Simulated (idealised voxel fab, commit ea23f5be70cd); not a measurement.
Herein follows the process module entitled voxel released beams.
In the cross-section labelled cut, the width is 170 nm and each square cell is 5 nm.
Notation: cross-section as square-cell grid; stated in bands, top first, going down; one or more cell rows per band.
Basically the band line says how high the top is and how high the bottom is, in nm, and then what's in it from left to right, every material with its width in nm. Empty space shows up as "air", and if a single material carries "all across" it runs the full band edge to edge.
Measure heights from 0. That's the level where, below it, the as-received wafer is all one material. The lowest band is bottomless and extends downward; write it as in "from 0 down".
The width entry "30..40" should be interpreted row by row: the top row of cells in the band takes the first number, the bottom row takes the second number, and the change between adjacent rows is uniform throughout.
"same as before" means the step left every cell of the cross-section as it was.
Basically, "Fully closed voids" tells you about the enclosed voids: empty spaces with no open way to the top, 8 cells or bigger, each written width x height at distance, where distance is from the left edge, all in nm.
If you see something after the settings on a step's line, that's the simulator's own remark about that step.
A step line may carry the setting "overlay nm", which, for steps involving a mask, states the distance by which the mask lay to the right of its intended position; negative values denote displacement to the left.
## This section lists the process steps that were planned
1,RECEIVE (material Si)
2,CONFORMAL_DEP (material Al2O3; thk nm 5)
3,DIRECTIONAL_DEP (material SiO2; thk nm 10)
4,DIRECTIONAL_DEP (material aC; thk nm 10)
5,PATTERN (tone open; mask id ANCHOR; material resist; width nm 35; thk nm 25; overlay nm 0)
6,DIRECTIONAL_ETCH (etch materials aC; depth nm 10)
7,STRIP (etch materials resist)
8,DIRECTIONAL_ETCH (etch materials SiO2; depth nm 10)
9,STRIP (etch materials aC)
10,CONFORMAL_DEP (material SiN; thk nm 10)
11,DIRECTIONAL_DEP (material aC; thk nm 10)
12,PATTERN (tone cover; mask id BEAM; material resist; width nm 90; thk nm 30; overlay nm 0)
13,DIRECTIONAL_ETCH (etch materials aC; depth nm 10)
14,STRIP (etch materials resist)
15,DIRECTIONAL_ETCH (etch materials SiN; depth nm 10)
16,STRIP (etch materials aC)
17,STRIP (etch materials SiO2)
## Below: the first of two wafers, run as planned
## As-received state of the wafer in cross-section, equivalent to post-step 1
  from 0 down | Si all across
  Fully closed voids: none
## The following cross-section depicts the wafer upon completion of step 2
  from 5 to 0 | Al2O3 all across
  Everything below 0 is unchanged.
## The following cross-section depicts the wafer upon completion of step 3
  from 15 to 5 | SiO2 all across
  Everything below 5 is unchanged.
## The following cross-section depicts the wafer upon completion of step 4
  from 25 to 15 | aC all across
  Everything below 15 is unchanged.
## The following cross-section depicts the wafer upon completion of step 5
  from 50 to 25 | resist: 40, air: 35, resist: 95
  Everything below 25 is unchanged.
## The following cross-section depicts the wafer upon completion of step 6
  from 40 to 25 | resist: 40, air: 35, resist: 95
  from 25 to 15 | aC: 40, air: 35, aC: 95
  Everything below 15 is unchanged.
## The following cross-section depicts the wafer upon completion of step 7
  from 25 to 15 | aC: 40, air: 35, aC: 95
  Everything below 15 is unchanged.
## The following cross-section depicts the wafer upon completion of step 8
  from 25 to 15 | aC: 40, air: 35, aC: 95
  from 15 to 5 | SiO2: 40, air: 35, SiO2: 95
  Everything below 5 is unchanged.
## The following cross-section depicts the wafer upon completion of step 9
  from 15 to 5 | SiO2: 40, air: 35, SiO2: 95
  Everything below 5 is unchanged.
## The following cross-section depicts the wafer upon completion of step 10
  from 25 to 15 | SiN: 50, air: 15, SiN: 105
  from 15 to 5 | SiO2: 40, SiN: 35, SiO2: 95
  Everything below 5 is unchanged.
## The following cross-section depicts the wafer upon completion of step 11
  from 35 to 25 | aC: 50, air: 15, aC: 105
  from 25 to 15 | SiN: 50, aC: 15, SiN: 105
  Everything below 15 is unchanged.
## The following cross-section depicts the wafer upon completion of step 12
  from 65 to 35 | air: 35, resist: 90, air: 45
  from 35 to 25 | aC: 50, resist: 15, aC: 105
  Everything below 25 is unchanged.
## The following cross-section depicts the wafer upon completion of step 13
  from 55 to 35 | air: 35, resist: 90, air: 45
  from 35 to 25 | air: 35, aC: 15, resist: 15, aC: 60, air: 45
  Everything below 25 is unchanged.
## The following cross-section depicts the wafer upon completion of step 14
  from 35 to 25 | air: 35, aC: 15, air: 15, aC: 60, air: 45
  Everything below 25 is unchanged.
## The following cross-section depicts the wafer upon completion of step 15
  from 35 to 25 | air: 35, aC: 15, air: 15, aC: 60, air: 45
  from 25 to 15 | air: 35, SiN: 15, aC: 15, SiN: 60, air: 45
  Everything below 15 is unchanged.
## The following cross-section depicts the wafer upon completion of step 16
  from 25 to 15 | air: 35, SiN: 15, air: 15, SiN: 60, air: 45
  Everything below 15 is unchanged.
## The following cross-section depicts the wafer upon completion of step 17
  from 25 to 15 | air: 35, SiN: 15, air: 15, SiN: 60, air: 45
  from 15 to 5 | air: 40, SiN: 35, air: 95
  Everything below 5 is unchanged.
## For the second wafer, take the first wafer's start and plan, then add one mistake made in running it; everything through step 4, that step included, is shared with the first
## Here is the second wafer in cross-section at the point where step 5 of the plan should have been done
  from 50 to 25 | air: 40, resist: 35, air: 95
  Everything below 25 is unchanged.
## Here is the second wafer in cross-section at the point where step 6 of the plan should have been done
  from 40 to 25 | air: 40, resist: 35, air: 95
  from 25 to 15 | air: 40, aC: 35, air: 95
  Everything below 15 is unchanged.
## Here is the second wafer in cross-section at the point where step 7 of the plan should have been done
  from 25 to 15 | air: 40, aC: 35, air: 95
  Everything below 15 is unchanged.
## Here is the second wafer in cross-section at the point where step 8 of the plan should have been done
  from 25 to 15 | air: 40, aC: 35, air: 95
  from 15 to 5 | air: 40, SiO2: 35, air: 95
  Everything below 5 is unchanged.
## Here is the second wafer in cross-section at the point where step 9 of the plan should have been done
  from 15 to 5 | air: 40, SiO2: 35, air: 95
  Everything below 5 is unchanged.
## Here is the second wafer in cross-section at the point where step 10 of the plan should have been done
  from 25 to 15 | air: 30, SiN: 55, air: 85
  from 15 to 5 | SiN: 40, SiO2: 35, SiN: 95
  Everything below 5 is unchanged.
## Here is the second wafer in cross-section at the point where step 11 of the plan should have been done
  from 35 to 25 | air: 30, aC: 55, air: 85
  from 25 to 15 | aC: 30, SiN: 55, aC: 85
  Everything below 15 is unchanged.
## Here is the second wafer in cross-section at the point where step 12 of the plan should have been done
  from 65 to 35 | air: 35, resist: 90, air: 45
  from 35 to 25 | air: 30, aC: 55, resist: 40, air: 45
  Everything below 25 is unchanged.
## Here is the second wafer in cross-section at the point where step 13 of the plan should have been done
  from 55 to 35 | air: 35, resist: 90, air: 45
  from 35 to 25 | air: 35, aC: 50, resist: 40, air: 45
  from 25 to 15 | air: 30, SiN: 55, aC: 40, air: 45
  Everything below 15 is unchanged.
## Here is the second wafer in cross-section at the point where step 14 of the plan should have been done
  from 35 to 25 | air: 35, aC: 50, air: 85
  Everything below 25 is unchanged.
## Here is the second wafer in cross-section at the point where step 15 of the plan should have been done
  from 35 to 25 | air: 35, aC: 50, air: 85
  from 25 to 15 | air: 35, SiN: 50, aC: 40, air: 45
  from 15 to 5 | air: 30, SiN: 10, SiO2: 35, SiN: 50, air: 45
  Everything below 5 is unchanged.
## Here is the second wafer in cross-section at the point where step 16 of the plan should have been done
  from 25 to 15 | air: 35, SiN: 50, air: 85
  Everything below 15 is unchanged.
Here is the second wafer in cross-section at the point where step 17 of the plan should have been done: same as before
Here's what went sideways: step 5 did not use the planned setting and instead ran as PATTERN (tone cover; mask id ANCHOR; material resist; width nm 35; thk nm 25; overlay nm 0)
Final tally in cells, some materials are higher or lower on the second wafer than on the first: +14 SiO2
